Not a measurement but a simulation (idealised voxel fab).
process module | voxel ribs on slabs
cross-section cut | 230 nm wide | cells 5 nm
A cross-section is a grid of square cells, given in bands from the top down. A band is one or more rows of cells.
Each band's line starts with the height of the band's top and of its bottom, in nm. Then come its materials from left to right, each with its width in nm. One material with "throughout" fills the band from edge to edge. "air" is empty space.
Height 0 is the level under which the wafer as received is all one material. The lowest band goes on downwards, as in "0 down".
A width such as "30 to 40" changes by the same amount from each row of cells to the next, from the band's top row to its bottom row.
"no change" after a step means that no cell of the cross-section changed.
closed voids: empty space of 8 cells or more with no open way to the top, each as width x height at its distance from the left edge, in nm
after a step's settings: what the simulator itself notes on the step
overlay nm, on a step with a mask: how far to the right of its planned place the mask lay; to the left if negative
plan
1 op RECEIVE | material Si
2 op DIRECTIONAL_DEP | material SiO2 | thk nm 25
3 op DIRECTIONAL_DEP | material SiN | thk nm 20
4 op PATTERN | tone cover | mask id RIB | material resist | width nm 20 | thk nm 15 | overlay nm 0
5 op DIRECTIONAL_ETCH | etch materials SiN | depth nm 5
6 op STRIP | etch materials resist
7 op PATTERN | tone cover | mask id SLAB | material resist | width nm 50 | thk nm 20 | overlay nm 0
8 op DIRECTIONAL_ETCH | etch materials SiN | depth nm 15
9 op STRIP | etch materials resist
10 op FILL_DEP | material SiO2 | thk nm 15
11 op CMP | height nm 55
12 op DIRECTIONAL_DEP | material W | thk nm 5
13 op PATTERN | tone cover | mask id HEATER | material resist | width nm 30 | thk nm 20 | overlay nm 0
14 op DIRECTIONAL_ETCH | etch materials W | depth nm 5
15 op STRIP | etch materials resist
16 op CONFORMAL_DEP | material SiN | thk nm 10
as received, after step 1
  0 down: Si throughout
  closed voids: none
a wafer at the end: this start, this plan, one mistake
  70 to 65: air 90 | SiN 50 | air 90
  65 to 60: SiN throughout
  60 to 55: SiN 100 | W 30 | SiN 100
  55 to 20: SiO2 throughout
  20 to 0: SiN throughout
  0 down: Si throughout
  closed voids: none
what went wrong: steps 2 and 3 were swapped
